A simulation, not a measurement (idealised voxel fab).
The process module presented herein is designated voxel spacer lines.
200 nm wide, 5 nm square cells: that's cross-section cut.
In this document a cross-section is written as a grid of square cells. It is given as a series of bands, listed from the top down, and a band is one or more rows of cells.
A band entry consists of two parts. The first gives the height of the band's top and the height of its bottom, in nm. The rest lists the band's materials from left to right, each with its width in nm. A single material labelled with the word "all across" fills the band from edge to edge, and the word "empty" marks empty space.
Ref level 0: as-received wafer is one material below here. Bottom band extends down with no lower bound ("0 down").
The expression "30..40" gives the width at the extremes of the band, the first number at its top row of cells and the second at its bottom row, with the width changing by equal amounts from each row to the next in between.
No cell of the cross-section changed in a step that is given as "nothing different".
Heads up: "Enclosed voids" only lists the empty pockets with no open path to the top that are 8 cells or more, and it writes them as width x height at distance, distance from the left edge, in nm.
If you see something after the settings on a step's line, that's the simulator's own remark about that step.
overlay nm: mask right of planned place by this much (step with mask). Neg. = left.
HERE'S WHAT THE PLANNED PROCESS STEPS LOOK LIKE
| 1 | RECEIVE with material Si |
| 2 | CONFORMAL_DEP with material Al2O3, thk nm 5 |
| 3 | DIRECTIONAL_DEP with material TiN, thk nm 20 |
| 4 | DIRECTIONAL_DEP with material polySi, thk nm 20 |
| 5 | PATTERN with tone cover, mask id MANDREL, material resist, width nm 20, pitch nm 70, thk nm 25, overlay nm 0 |
| 6 | DIRECTIONAL_ETCH with etch materials polySi, depth nm 20 |
| 7 | STRIP with etch materials resist |
| 8 | CONFORMAL_DEP with material SiO2, thk nm 15 |
| 9 | DIRECTIONAL_ETCH with etch materials SiO2, depth nm 15 |
| 10 | STRIP with etch materials polySi |
| 11 | DIRECTIONAL_ETCH with etch materials TiN, depth nm 20 |
| 12 | STRIP with etch materials SiO2 |
CROSS-SECTION: WAFER ON ARRIVAL = AFTER STEP 1
  0 down: Si all across
  Enclosed voids: none
BELOW IS THE WAFER IN CROSS-SECTION AFTER THE MODULE WAS COMPLETED. IT BEGAN FROM THE STARTING POINT SHOWN ABOVE AND FOLLOWED THE PLAN SHOWN ABOVE, EXCEPT THAT ONE MISTAKE WAS MADE WHILE RUNNING IT
  25 to 5: 40 of empty; 50 of TiN; 20 of empty; 50 of TiN; 40 of empty
  5 to 0: Al2O3 all across
  0 down: Si all across
  Enclosed voids: none
Where did the run depart from the plan? transposition of steps 10 and 11 relative to the planned sequence
